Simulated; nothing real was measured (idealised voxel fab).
This section sets out a process module, namely voxel released beams.
Section cut is 235 nm wide and gridded with 5 nm square cells.
Notation: cross-section as square-cell grid; stated in bands, top first, going down; one or more cell rows per band. Band entry format. Leading values: height of top, height of bottom, nm. Remainder: materials in left-to-right order, each with its width in nm. Special words: "all across" on a single material, which then fills the band edge to edge; "empty", empty space. Note: height 0 marks the level under which the wafer is uniformly one material as received. Lowest band unbounded below, written "0 -> down". Width: "30 to 40" (first number = top row, second number = bottom row, same change from row to row of cells). Where the words "nothing different" appear for a step, the cross-section shows no cell changed by that step; every cell remained as before. The label "Fully closed voids" introduces a list of the empty spaces, 8 cells or larger, that have no open way up to the top; each entry in it reads width x height at distance, where the distance is taken from the left edge and all three are stated in nm. Note: text after step settings on the step line = simulator remark on that step. overlay nm: mask offset rightward from planned place, masked step; negative means leftward offset.

Process steps - plan:
1 RECEIVE,material Si
2 CONFORMAL_DEP,material Al2O3,thk nm 10
3 DIRECTIONAL_DEP,material SiO2,thk nm 15
4 MASKED_ETCH,tone open,mask id ANCHOR,width nm 30,etch materials SiO2,depth nm 15,overlay nm 0
5 CONFORMAL_DEP,material polySi,thk nm 10
6 MASKED_ETCH,tone cover,mask id BEAM,width nm 100,etch materials polySi,depth nm 10,overlay nm 0
7 STRIP,etch materials SiO2

As received (post step 1): cross-section:
	0 -> down  Si all across
	Fully closed voids: none

End-of-module cross-section of the first of two wafers, processed as planned:
	35 -> 25  empty=65  polySi=15  empty=10  polySi=75  empty=70
	25 -> 20  empty=70  polySi=10  empty=10  polySi=10  empty=135
	20 -> 10  empty=70  polySi=30  empty=135
	10 -> 0  Al2O3 all across
	0 -> down  Si all across
	Fully closed voids: none

Wafer two cross-section, module end. Start and plan unchanged from wafer one; one mistake made during the run:
	35 -> 25  empty=65  polySi=25  empty=10  polySi=65  empty=70
	25 -> 20  empty=80  polySi=10  empty=10  polySi=10  empty=125
	20 -> 10  empty=80  polySi=30  empty=125
	10 -> 0  Al2O3 all across
	0 -> down  Si all across
	Fully closed voids: none
Deviation noted in wafer processing: step 4 ran as: MASKED_ETCH,tone open,mask id ANCHOR,width nm 30,etch materials SiO2,depth nm 15,overlay nm 10
Same inventory, different map: at the end, the second wafer holds as many cells of each material as the first, placed elsewhere.
